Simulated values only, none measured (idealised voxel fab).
The process module presented herein is designated voxel ribs on slabs.
For reference, the cross-section in this document is cut, with width 140 nm and square cells of 5 nm.
Cross-section spec: square-cell grid; bands listed top down; each band is one or more rows. Top, bottom (nm), then materials left to right with widths (nm); lone material tagged "edge to edge" fills the whole band edge to edge; "empty" = empty space. Heads up on the height convention: 0 is the point under which the incoming wafer is all one material, and the lowest band has no bottom, it just keeps going down, like "from 0 down". Note: "30..40" means the width goes from the first number (top row of the band) to the second number (bottom row) in equal steps per row of cells. Basically "no alteration" means that step didn't change any cell in the cross-section. Empty spaces counting at least 8 cells and having no open way to the top are listed in "Unvented voids". The notation width x height at distance is used for each, the distance being from the left edge and all three values in nm. Read whatever lies past the settings on a step's line as the simulator's own remark about the step. On any step carrying a mask, the "overlay nm" setting, if present on the step's line, tells how far right of its planned place the mask lay; negative values point to the left.

The planned process steps are enumerated hereunder:
1,RECEIVE (material Si)
2,DIRECTIONAL_DEP (material SiO2; thk nm 20)
3,DIRECTIONAL_DEP (material polySi; thk nm 25)
4,PATTERN (tone cover; mask id RIB; material resist; width nm 30; thk nm 15; overlay nm 0)
5,DIRECTIONAL_ETCH (etch materials polySi; depth nm 10)
6,STRIP (etch materials resist)
7,DIRECTIONAL_DEP (material aC; thk nm 15)
8,PATTERN (tone cover; mask id SLAB; material resist; width nm 90; thk nm 30; overlay nm 0)
9,DIRECTIONAL_ETCH (etch materials aC; depth nm 15)
10,STRIP (etch materials resist)
11,DIRECTIONAL_ETCH (etch materials polySi; depth nm 15)
12,STRIP (etch materials aC)
13,FILL_DEP (material SiO2; thk nm 25)
14,CMP (height nm 60)
15,DIRECTIONAL_DEP (material W; thk nm 10)
16,MASKED_ETCH (tone cover; mask id HEATER; width nm 40; etch materials W; depth nm 10; overlay nm 0)
17,CONFORMAL_DEP (material SiN; thk nm 10)

Cross-section of the wafer upon arrival, representing the state reached after step 1:
  from 0 down | Si edge to edge
  Unvented voids: none

Here's the wafer cut in cross-section after the module, started and planned just like above, except one thing was done wrong in the run:
  from 80 to 70 | 40 nm empty, then 60 nm SiN, then 40 nm empty
  from 70 to 60 | 50 nm SiN, then 40 nm W, then 50 nm SiN
  from 60 to 35 | SiO2 edge to edge
  from 35 to 30 | 25 nm SiO2, then 30 nm polySi, then 30 nm SiO2, then 30 nm polySi, then 25 nm SiO2
  from 30 to 20 | 25 nm SiO2, then 90 nm polySi, then 25 nm SiO2
  from 20 to 0 | SiO2 edge to edge
  from 0 down | Si edge to edge
  Unvented voids: none
Which mistake was made when the wafer was run? note: step 6 <-> step 7, run order reversed vs plan
